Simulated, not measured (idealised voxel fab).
Proc. module: voxel transistor to metal
Pictured: cross-section cut, 185 nm wide, on a grid of 5 nm square cells.
Notation: cross-section as square-cell grid; stated in bands, top first, going down; one or more cell rows per band. It is stipulated that each band's entry specify, in nanometres, the height of the top of the band and then that of its bottom, followed by the materials of the band in left-to-right sequence, each together with its width in nanometres. A single material marked by the word "throughout" is understood to fill the band from edge to edge; the word "blank" is understood to denote empty space. Heads up on the height convention: 0 is the point under which the incoming wafer is all one material, and the lowest band has no bottom, it just keeps going down, like "z 0 and below". Per-row width for "30..40": begins at first number (top row of band), ends at second number (bottom row), increment between rows held constant. No cell of the cross-section changed in a step that is given as "nothing was modified". Heads up: "Entrapped voids" only lists the empty pockets with no open path to the top that are 8 cells or more, and it writes them as width x height at distance, distance from the left edge, in nm. Text after the settings on a step's line: the simulator's own remark on that step. Steps that use a mask can have "overlay nm" on their line. It says how far the mask sat to the right of where it was meant to be. Negative means to the left.

The following list gives the planned process steps:
1 RECEIVE (material Si)
2 OXIDIZE (depth nm 5)
3 CONFORMAL_DEP (material SiN; thk nm 10)
4 PATTERN (tone cover; mask id ACTIVE; material resist; width nm 120; thk nm 15; overlay nm 0)
5 DIRECTIONAL_ETCH (etch materials SiN; depth nm 10)
6 DIRECTIONAL_ETCH (etch materials SiO2; depth nm 5)
7 DIRECTIONAL_ETCH (etch materials Si; depth nm 25)
8 STRIP (etch materials resist)
9 OXIDIZE (depth nm 5)
10 FILL_DEP (material SiO2; thk nm 15)
11 CMP (height nm 10)
12 SELECTIVE_ETCH (etch materials SiO2; depth nm 10)
13 STRIP (etch materials SiN)
14 SELECTIVE_ETCH (etch materials SiO2; depth nm 5)
15 OXIDIZE (depth nm 5)
16 DIRECTIONAL_DEP (material polySi; thk nm 25)
17 DIRECTIONAL_DEP (material SiCN; thk nm 15)
18 PATTERN (tone cover; mask id GATE; material resist; width nm 30; thk nm 15; overlay nm 0)
19 DIRECTIONAL_ETCH (etch materials SiCN; depth nm 25)
20 DIRECTIONAL_ETCH (etch materials polySi; depth nm 35)
21 STRIP (etch materials resist)
22 CONFORMAL_DEP (material SiO2; thk nm 5)
23 DIRECTIONAL_ETCH (etch materials SiO2; depth nm 5)
24 CONFORMAL_DEP (material SiN; thk nm 5)
25 DIRECTIONAL_ETCH (etch materials SiN; depth nm 5)
26 DIRECTIONAL_ETCH (etch materials SiO2; depth nm 5)
27 DIRECTIONAL_ETCH (etch materials Si; depth nm 5)
28 EPI (material nSi; thk nm 10)
29 FILL_DEP (material SiO2; thk nm 10)
30 CMP (height nm 20)
31 STRIP (etch materials polySi)
32 SELECTIVE_ETCH (etch materials SiO2; depth nm 5)
33 CONFORMAL_DEP (material HfO2; thk nm 5)
34 CONFORMAL_DEP (material TiN; thk nm 5)
35 FILL_DEP (material W; thk nm 5)
36 CMP (height nm 15)
37 DIRECTIONAL_DEP (material SiO2; thk nm 10)
38 DIRECTIONAL_DEP (material aC; thk nm 15)
39 PATTERN (tone open; mask id CONTACT; material resist; width nm 20; pitch nm 90; thk nm 30; overlay nm 0)
40 DIRECTIONAL_ETCH (etch materials aC; depth nm 15)
41 STRIP (etch materials resist)
42 DIRECTIONAL_ETCH (etch materials SiO2; depth nm 30)
43 STRIP (etch materials aC)
44 CONFORMAL_DEP (material TiN; thk nm 5)
45 FILL_DEP (material Ru; thk nm 10)
46 CMP (height nm 25)
47 CONFORMAL_DEP (material SiN; thk nm 5)
48 DIRECTIONAL_DEP (material lowk; thk nm 20)
49 MASKED_ETCH (tone open; mask id METAL_1; width nm 20; pitch nm 90; etch materials lowk; depth nm 20; overlay nm 0)
50 MASKED_ETCH (tone open; mask id METAL_1; width nm 20; pitch nm 90; etch materials SiN; depth nm 5; overlay nm 0)
51 CONFORMAL_DEP (material TiN; thk nm 5)
52 FILL_DEP (material W; thk nm 10)
53 CMP (height nm 50)
54 EPI (material Ru; thk nm 5)
55 FILL_DEP (material SiCN; thk nm 5)
56 DIRECTIONAL_DEP (material lowk; thk nm 30)
57 PATTERN (tone open; mask id METAL_2_HOLES; material resist; width nm 15; pitch nm 90; thk nm 20; overlay nm 0)
58 DIRECTIONAL_ETCH (etch materials lowk; depth nm 30)
59 STRIP (etch materials resist)
60 PATTERN (tone open; mask id METAL_2; material resist; width nm 20; pitch nm 90; thk nm 15; overlay nm 0)
61 DIRECTIONAL_ETCH (etch materials lowk; depth nm 20)
62 DIRECTIONAL_ETCH (etch materials SiCN; depth nm 5)
63 STRIP (etch materials resist)
64 CONFORMAL_DEP (material TiN; thk nm 5)
65 FILL_DEP (material Cu; thk nm 10)
66 CMP (height nm 90)
67 CONFORMAL_DEP (material SiN; thk nm 5)

The cross-section here shows the wafer as received, i.e. in its state after step 1:
* z 0 and below: Si throughout
* Entrapped voids: none

Same starting wafer, same plan as above, one mistake in the execution; this is the cross-section at the end of the module:
* z 95 to 90: SiN throughout
* z 90 to 75: lowk (35), then TiN (5), then Cu (10), then TiN (5), then lowk (70), then TiN (5), then Cu (10), then TiN (5), then lowk (40)
* z 75 to 70: lowk (35), then TiN (5), then Cu (5), then TiN (10), then lowk (70), then TiN (5), then Cu (5), then TiN (10), then lowk (40)
* z 70 to 60: lowk (35), then TiN (5), then Cu (5), then TiN (5), then lowk (75), then TiN (5), then Cu (5), then TiN (5), then lowk (45)
* z 60 to 55: SiCN (35), then TiN (15), then SiCN (75), then TiN (15), then SiCN (45)
* z 55 to 50: SiCN (30), then Ru (30), then SiCN (60), then Ru (30), then SiCN (35)
* z 50 to 45: lowk (35), then TiN (5), then W (10), then TiN (5), then lowk (70), then TiN (5), then W (10), then TiN (5), then lowk (40)
* z 45 to 40: SiN (35), then TiN (20), then SiN (70), then TiN (20), then SiN (40)
* z 40 to 30: Ru throughout
* z 30 to 25: TiN (40), then Ru (10), then TiN (80), then Ru (10), then TiN (45)
* z 25 to 15: SiO2 (35), then TiN (5), then Ru (10), then TiN (5), then SiO2 (70), then TiN (5), then Ru (10), then TiN (5), then SiO2 (40)
* z 15 to 0: SiO2 (35), then TiN (5), then Ru (10), then TiN (5), then SiO2 (10), then SiN (5), then HfO2 (5), then TiN (5), then W (20), then TiN (5), then HfO2 (5), then SiN (5), then SiO2 (10), then TiN (5), then Ru (10), then TiN (5), then SiO2 (40)
* z 0 to -5: SiO2 (35), then TiN (20), then nSi (10), then SiN (5), then HfO2 (5), then TiN (30), then HfO2 (5), then SiN (5), then nSi (10), then TiN (20), then SiO2 (40)
* z -5 to -10: SiO2 (30), then nSi (35), then SiO2 (5), then HfO2 (40), then SiO2 (5), then nSi (35), then SiO2 (35)
* z -10 to -15: SiO2 (35), then nSi (30), then Si (50), then nSi (30), then SiO2 (40)
* z -15 to -35: SiO2 (35), then Si (110), then SiO2 (40)
* z -35 and below: Si throughout
* Entrapped voids: none
Deviation noted in wafer processing: step 46 of the plan was omitted and not executed
